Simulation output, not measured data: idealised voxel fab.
Title: Process Module voxel fin reveal
Section cut is 280 nm wide and gridded with 5 nm square cells.
In this document a cross-section is written as a grid of square cells. It is given as a series of bands, listed from the top down, and a band is one or more rows of cells.
Band: top and bottom heights (nm) first, top before bottom; then materials from left to right, widths in nm. "full width" marks a sole material filling the band edge to edge. "empty" denotes empty space.
The reference from which all heights are counted is 0, the level beneath which the as-received wafer is entirely one material; the lowest band, having no lower bound, proceeds downward and is written after the example "0 and below".
Width: "30..40" (first number = top row, second number = bottom row, same change from row to row of cells).
Any step labelled "nothing altered" changed none of the cells in the cross-section.
"Cavities, sealed" specifies each empty space that is not open to the top and that occupies no fewer than 8 cells, using the form width x height at distance, the distance measured from the left edge and all three quantities in nm.
Read whatever lies past the settings on a step's line as the simulator's own remark about the step.
overlay nm: step with mask; distance mask lay right of planned place; negative value = left of planned place.

### Intended process steps
| 1 | op RECEIVE | material Si |
| 2 | op CONFORMAL_DEP | material SiN | thk nm 10 |
| 3 | op MASKED_ETCH | tone cover | mask id FINS | width nm 15 | pitch nm 40 | etch materials SiN | depth nm 10 | overlay nm 0 |
| 4 | op MASKED_ETCH | tone cover | mask id FINS | width nm 15 | pitch nm 40 | etch materials Si | depth nm 40 | overlay nm 0 |
| 5 | op FILL_DEP | material SiO2 | thk nm 5 |
| 6 | op CMP | height nm 10 |
| 7 | op SELECTIVE_ETCH | etch materials SiO2 | depth nm 40 |
| 8 | op STRIP | etch materials SiN |
Every wafer here starts from the same state; it is the step 3 width nm that distinguishes them, and the value the plan gives belongs to the first wafer.

### Received condition of the first of several wafers, sectioned: post-step 1
0 and below = Si full width
Cavities, sealed: none

### At the end of the module, after its last step, step 8, the first of several wafers appears in cross-section as follows
0 down to -30 = empty 70, Si 15, empty 25, Si 15, empty 25, Si 15, empty 25, Si 15, empty 75
-30 down to -40 = SiO2 70, Si 15, SiO2 25, Si 15, SiO2 25, Si 15, SiO2 25, Si 15, SiO2 75
-40 and below = Si full width
Cavities, sealed: none

### Cross-section of the final wafer among several, taken at the end of the module
0 down to -30 = empty 65, Si 25, empty 15, Si 25, empty 15, Si 25, empty 15, Si 25, empty 70
-30 down to -40 = SiO2 65, Si 25, SiO2 15, Si 25, SiO2 15, Si 25, SiO2 15, Si 25, SiO2 70
-40 and below = Si full width
Cavities, sealed: none

### Heads up, this table goes wafer by wafer. A row tells you, at the end of the module, how many cells of each material that wafer has put on (+) or dropped (-) since it was received, and then its closed voids
width nm 15, -352 Si, +88 SiO2, Cavities, sealed: none
width nm 20, -320 Si, +80 SiO2, Cavities, sealed: none
width nm 25, -288 Si, +72 SiO2, Cavities, sealed: none
